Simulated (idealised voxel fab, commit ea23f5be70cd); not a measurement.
The name of this process module is voxel transistor to metal.
Pictured: cross-section cut, 200 nm wide, on a grid of 5 nm square cells.
Cross-section format: a grid of square cells, given as bands from top to bottom; each band is one or more rows of cells. Per band: top height and bottom height in nm, followed by the left-to-right materials and their widths in nm; "full width" marks a single material spanning edge to edge, "air" marks empty space. We count height from 0. Below that, the starting wafer is all one material. The lowest band never ends at the bottom but goes on down; see "0 nm and below" for how that is written. Per-row width for "30..40": begins at first number (top row of band), ends at second number (bottom row), increment between rows held constant. When a step is marked "no modifications", none of the cells in the cross-section changed during that step. This entry, "Closed voids list", enumerates those empty regions of no fewer than 8 cells that possess no open connection to the top. Each region is reported in the form width x height at distance, the distance being taken from the left edge, with all three quantities expressed in nm. Read whatever lies past the settings on a step's line as the simulator's own remark about the step. overlay nm: for a step with a mask, the amount by which the mask lay right of where it was planned; a negative amount means left of it.
Process steps - plan
1: RECEIVE | material Si
2: OXIDIZE | depth nm 5
3: CONFORMAL_DEP | material SiN | thk nm 15
4: MASKED_ETCH | tone cover | mask id ACTIVE | width nm 110 | etch materials SiN | depth nm 15 | overlay nm 0
5: MASKED_ETCH | tone cover | mask id ACTIVE | width nm 110 | etch materials SiO2 | depth nm 5 | overlay nm 0
6: MASKED_ETCH | tone cover | mask id ACTIVE | width nm 110 | etch materials Si | depth nm 25 | overlay nm 0
7: FILL_DEP | material SiO2 | thk nm 5
8: CMP | height nm 15
9: SELECTIVE_ETCH | etch materials SiO2 | depth nm 10
10: STRIP | etch materials SiN
11: SELECTIVE_ETCH | etch materials SiO2 | depth nm 5
12: OXIDIZE | depth nm 5
13: DIRECTIONAL_DEP | material polySi | thk nm 20
14: DIRECTIONAL_DEP | material SiCN | thk nm 15
15: MASKED_ETCH | tone cover | mask id GATE | width nm 30 | etch materials SiCN | depth nm 25 | overlay nm 0
16: MASKED_ETCH | tone cover | mask id GATE | width nm 30 | etch materials polySi | depth nm 30 | overlay nm 0
17: CONFORMAL_DEP | material SiN | thk nm 10
18: DIRECTIONAL_ETCH | etch materials SiN | depth nm 10
19: DIRECTIONAL_ETCH | etch materials SiO2 | depth nm 5
20: DIRECTIONAL_ETCH | etch materials Si | depth nm 10
21: EPI | material SiGe | thk nm 10
22: FILL_DEP | material SiO2 | thk nm 10
23: CMP | height nm 15
24: STRIP | etch materials polySi
25: SELECTIVE_ETCH | etch materials SiO2 | depth nm 5
26: CONFORMAL_DEP | material HfO2 | thk nm 5
27: CONFORMAL_DEP | material TiN | thk nm 5
28: FILL_DEP | material W | thk nm 10
29: CMP | height nm 10
30: DIRECTIONAL_DEP | material SiO2 | thk nm 15
31: MASKED_ETCH | tone open | mask id CONTACT | width nm 20 | pitch nm 80 | etch materials SiO2 | depth nm 35 | overlay nm 0
32: CONFORMAL_DEP | material TiN | thk nm 5
33: FILL_DEP | material W | thk nm 5
34: CMP | height nm 25
35: DIRECTIONAL_DEP | material TiN | thk nm 5
36: DIRECTIONAL_DEP | material W | thk nm 20
37: DIRECTIONAL_DEP | material aC | thk nm 10
38: PATTERN | tone cover | mask id METAL_1 | material resist | width nm 20 | pitch nm 80 | thk nm 25 | overlay nm 0
39: DIRECTIONAL_ETCH | etch materials aC | depth nm 10
40: STRIP | etch materials resist
41: DIRECTIONAL_ETCH | etch materials W | depth nm 20
42: DIRECTIONAL_ETCH | etch materials TiN | depth nm 5
43: STRIP | etch materials aC
44: CONFORMAL_DEP | material SiN | thk nm 5
45: FILL_DEP | material SiO2 | thk nm 10
46: CMP | height nm 50
47: CONFORMAL_DEP | material SiN | thk nm 5
Incoming wafer in cross-section (state: after step 1)
0 nm and below: Si full width
Closed voids list: none
Cross-sectional view of the first of the two wafers upon completion of the module, processed in accordance with the plan
55 nm to 50 nm: SiN full width
50 nm to 30 nm: 45 nm SiO2 | 5 nm SiN | 20 nm W | 5 nm SiN | 50 nm SiO2 | 5 nm SiN | 20 nm W | 5 nm SiN | 45 nm SiO2
30 nm to 25 nm: 50 nm SiN | 20 nm TiN | 60 nm SiN | 20 nm TiN | 50 nm SiN
25 nm to 10 nm: 50 nm SiO2 | 5 nm TiN | 10 nm W | 5 nm TiN | 60 nm SiO2 | 5 nm TiN | 10 nm W | 5 nm TiN | 50 nm SiO2
10 nm to 5 nm: 50 nm SiO2 | 5 nm TiN | 10 nm W | 5 nm TiN | 5 nm SiO2 | 10 nm SiN | 5 nm HfO2 | 5 nm TiN | 10 nm W | 5 nm TiN | 5 nm HfO2 | 10 nm SiN | 5 nm SiO2 | 5 nm TiN | 10 nm W | 5 nm TiN | 50 nm SiO2
5 nm to 0 nm: 50 nm SiO2 | 20 nm TiN | 5 nm SiO2 | 10 nm SiN | 5 nm HfO2 | 5 nm TiN | 10 nm W | 5 nm TiN | 5 nm HfO2 | 10 nm SiN | 5 nm SiO2 | 20 nm TiN | 50 nm SiO2
0 nm to -5 nm: 40 nm SiO2 | 10 nm SiN | 10 nm SiGe | 5 nm TiN | 10 nm SiGe | 10 nm SiN | 5 nm HfO2 | 20 nm TiN | 5 nm HfO2 | 10 nm SiN | 10 nm SiGe | 5 nm TiN | 10 nm SiGe | 10 nm SiN | 40 nm SiO2
-5 nm to -10 nm: 50 nm SiO2 | 10 nm SiGe | 5 nm TiN | 10 nm SiGe | 5 nm SiO2 | 40 nm HfO2 | 5 nm SiO2 | 10 nm SiGe | 5 nm TiN | 10 nm SiGe | 50 nm SiO2
-10 nm to -20 nm: 45 nm SiO2 | 5 nm Si | 25 nm SiGe | 50 nm Si | 25 nm SiGe | 5 nm Si | 45 nm SiO2
-20 nm to -30 nm: 45 nm SiO2 | 110 nm Si | 45 nm SiO2
-30 nm and below: Si full width
Closed voids list: none
Cross-section, second wafer: same start as the first, same plan as the first, one mistake in running it; taken at the end of the module
55 nm to 50 nm: SiN full width
50 nm to 30 nm: 45 nm SiO2 | 5 nm SiN | 20 nm W | 5 nm SiN | 50 nm SiO2 | 5 nm SiN | 20 nm W | 5 nm SiN | 45 nm SiO2
30 nm to 25 nm: 50 nm SiN | 20 nm TiN | 60 nm SiN | 20 nm TiN | 50 nm SiN
25 nm to 10 nm: 50 nm SiO2 | 5 nm TiN | 10 nm W | 5 nm TiN | 60 nm SiO2 | 5 nm TiN | 10 nm W | 5 nm TiN | 50 nm SiO2
10 nm to 5 nm: 50 nm SiO2 | 5 nm TiN | 10 nm W | 5 nm TiN | 5 nm SiO2 | 10 nm SiN | 10 nm HfO2 | 10 nm W | 10 nm HfO2 | 10 nm SiN | 5 nm SiO2 | 5 nm TiN | 10 nm W | 5 nm TiN | 50 nm SiO2
5 nm to 0 nm: 50 nm SiO2 | 20 nm TiN | 5 nm SiO2 | 10 nm SiN | 10 nm HfO2 | 10 nm W | 10 nm HfO2 | 10 nm SiN | 5 nm SiO2 | 20 nm TiN | 50 nm SiO2
0 nm to -5 nm: 40 nm SiO2 | 10 nm SiN | 10 nm SiGe | 5 nm TiN | 10 nm SiGe | 10 nm SiN | 30 nm HfO2 | 10 nm SiN | 10 nm SiGe | 5 nm TiN | 10 nm SiGe | 10 nm SiN | 40 nm SiO2
-5 nm to -10 nm: 50 nm SiO2 | 10 nm SiGe | 5 nm TiN | 10 nm SiGe | 5 nm SiO2 | 40 nm HfO2 | 5 nm SiO2 | 10 nm SiGe | 5 nm TiN | 10 nm SiGe | 50 nm SiO2
-10 nm to -20 nm: 45 nm SiO2 | 5 nm Si | 25 nm SiGe | 50 nm Si | 25 nm SiGe | 5 nm Si | 45 nm SiO2
-20 nm to -30 nm: 45 nm SiO2 | 110 nm Si | 45 nm SiO2
-30 nm and below: Si full width
Closed voids list: none
Processing error: step 27 was processed under conditions differing from the plan, specifically as CONFORMAL_DEP | material HfO2 | thk nm 5
Counted in cells at the end, the second wafer holds more or fewer of these materials than the first: 8 more of HfO2, 8 fewer of TiN
